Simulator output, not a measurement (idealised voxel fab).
process module | voxel trench capacitor
cross-section cut | 175 nm wide | cells 5 nm
A cross-section is a grid of square cells, given in bands from the top down. A band is one or more rows of cells.
Each band's line starts with the height of the band's top and of its bottom, in nm. Then come its materials from left to right, each with its width in nm. One material with "throughout" fills the band from edge to edge. "air" is empty space.
Height 0 is the level under which the wafer as received is all one material. The lowest band goes on downwards, as in "0 down".
A width such as "30 to 40" changes by the same amount from each row of cells to the next, from the band's top row to its bottom row.
"no change" after a step means that no cell of the cross-section changed.
closed voids: empty space of 8 cells or more with no open way to the top, each as width x height at its distance from the left edge, in nm
after a step's settings: what the simulator itself notes on the step
overlay nm, on a step with a mask: how far to the right of its planned place the mask lay; to the left if negative
plan
1 op RECEIVE | material Si
2 op CONFORMAL_DEP | material SiN | thk nm 10
3 op PATTERN | tone open | mask id TRENCH | material resist | width nm 25 | pitch nm 45 | thk nm 15 | overlay nm 0
4 op DIRECTIONAL_ETCH | etch materials SiN | depth nm 10
5 op DIRECTIONAL_ETCH | etch materials Si | depth nm 40
6 op STRIP | etch materials resist
7 op CONFORMAL_DEP | material HfO2 | thk nm 5
8 op CONFORMAL_DEP | material TiN | thk nm 5
9 op FILL_DEP | material W | thk nm 5
10 op CMP | height nm 10
first wafer, as planned
as received, after step 1
  0 down: Si throughout
  closed voids: none
after step 2
  10 to 0: SiN throughout
  below 0: unchanged
after step 3
  25 to 10: resist 50 | air 25 | resist 20 | air 25 | resist 55
  below 10: unchanged
after step 4
  25 to 10: resist 50 | air 25 | resist 20 | air 25 | resist 55
  10 to 0: SiN 50 | air 25 | SiN 20 | air 25 | SiN 55
  below 0: unchanged
after step 5
  25 to 10: resist 50 | air 25 | resist 20 | air 25 | resist 55
  10 to 0: SiN 50 | air 25 | SiN 20 | air 25 | SiN 55
  0 to -40: Si 50 | air 25 | Si 20 | air 25 | Si 55
  below -40: unchanged
after step 6
  10 to 0: SiN 50 | air 25 | SiN 20 | air 25 | SiN 55
  below 0: unchanged
after step 7
  15 to 10: HfO2 55 | air 15 | HfO2 30 | air 15 | HfO2 60
  10 to 0: SiN 50 | HfO2 5 | air 15 | HfO2 5 | SiN 20 | HfO2 5 | air 15 | HfO2 5 | SiN 55
  0 to -35: Si 50 | HfO2 5 | air 15 | HfO2 5 | Si 20 | HfO2 5 | air 15 | HfO2 5 | Si 55
  -35 to -40: Si 50 | HfO2 25 | Si 20 | HfO2 25 | Si 55
  below -40: unchanged
after step 8
  20 to 15: TiN 60 | air 5 | TiN 40 | air 5 | TiN 65
  15 to 10: HfO2 55 | TiN 5 | air 5 | TiN 5 | HfO2 30 | TiN 5 | air 5 | TiN 5 | HfO2 60
  10 to 0: SiN 50 | HfO2 5 | TiN 5 | air 5 | TiN 5 | HfO2 5 | SiN 20 | HfO2 5 | TiN 5 | air 5 | TiN 5 | HfO2 5 | SiN 55
  0 to -30: Si 50 | HfO2 5 | TiN 5 | air 5 | TiN 5 | HfO2 5 | Si 20 | HfO2 5 | TiN 5 | air 5 | TiN 5 | HfO2 5 | Si 55
  -30 to -35: Si 50 | HfO2 5 | TiN 15 | HfO2 5 | Si 20 | HfO2 5 | TiN 15 | HfO2 5 | Si 55
  below -35: unchanged
after step 9
  25 to 20: W throughout
  20 to 15: TiN 60 | W 5 | TiN 40 | W 5 | TiN 65
  15 to 10: HfO2 55 | TiN 5 | W 5 | TiN 5 | HfO2 30 | TiN 5 | W 5 | TiN 5 | HfO2 60
  10 to 0: SiN 50 | HfO2 5 | TiN 5 | W 5 | TiN 5 | HfO2 5 | SiN 20 | HfO2 5 | TiN 5 | W 5 | TiN 5 | HfO2 5 | SiN 55
  0 to -30: Si 50 | HfO2 5 | TiN 5 | W 5 | TiN 5 | HfO2 5 | Si 20 | HfO2 5 | TiN 5 | W 5 | TiN 5 | HfO2 5 | Si 55
  below -30: unchanged
after step 10
  10 to 0: SiN 50 | HfO2 5 | TiN 5 | W 5 | TiN 5 | HfO2 5 | SiN 20 | HfO2 5 | TiN 5 | W 5 | TiN 5 | HfO2 5 | SiN 55
  below 0: unchanged
second wafer: like start, like plan, one mistake. Through step 7 it matches the first wafer
when step 8 should have ended
  20 to 10: HfO2 60 | air 5 | HfO2 40 | air 5 | HfO2 65
  10 to 0: SiN 50 | HfO2 10 | air 5 | HfO2 10 | SiN 20 | HfO2 10 | air 5 | HfO2 10 | SiN 55
  0 to -30: Si 50 | HfO2 10 | air 5 | HfO2 10 | Si 20 | HfO2 10 | air 5 | HfO2 10 | Si 55
  -30 to -40: Si 50 | HfO2 25 | Si 20 | HfO2 25 | Si 55
  below -40: unchanged
when step 9 should have ended
  25 to 20: W throughout
  20 to 10: HfO2 60 | W 5 | HfO2 40 | W 5 | HfO2 65
  10 to 0: SiN 50 | HfO2 10 | W 5 | HfO2 10 | SiN 20 | HfO2 10 | W 5 | HfO2 10 | SiN 55
  0 to -30: Si 50 | HfO2 10 | W 5 | HfO2 10 | Si 20 | HfO2 10 | W 5 | HfO2 10 | Si 55
  below -30: unchanged
when step 10 should have ended
  10 to 0: SiN 50 | HfO2 10 | W 5 | HfO2 10 | SiN 20 | HfO2 10 | W 5 | HfO2 10 | SiN 55
  below 0: unchanged
what went wrong: step 8 ran as: op CONFORMAL_DEP | material HfO2 | thk nm 5
at the end the second wafer has, in cells: 38 more of HfO2 | 38 fewer of TiN
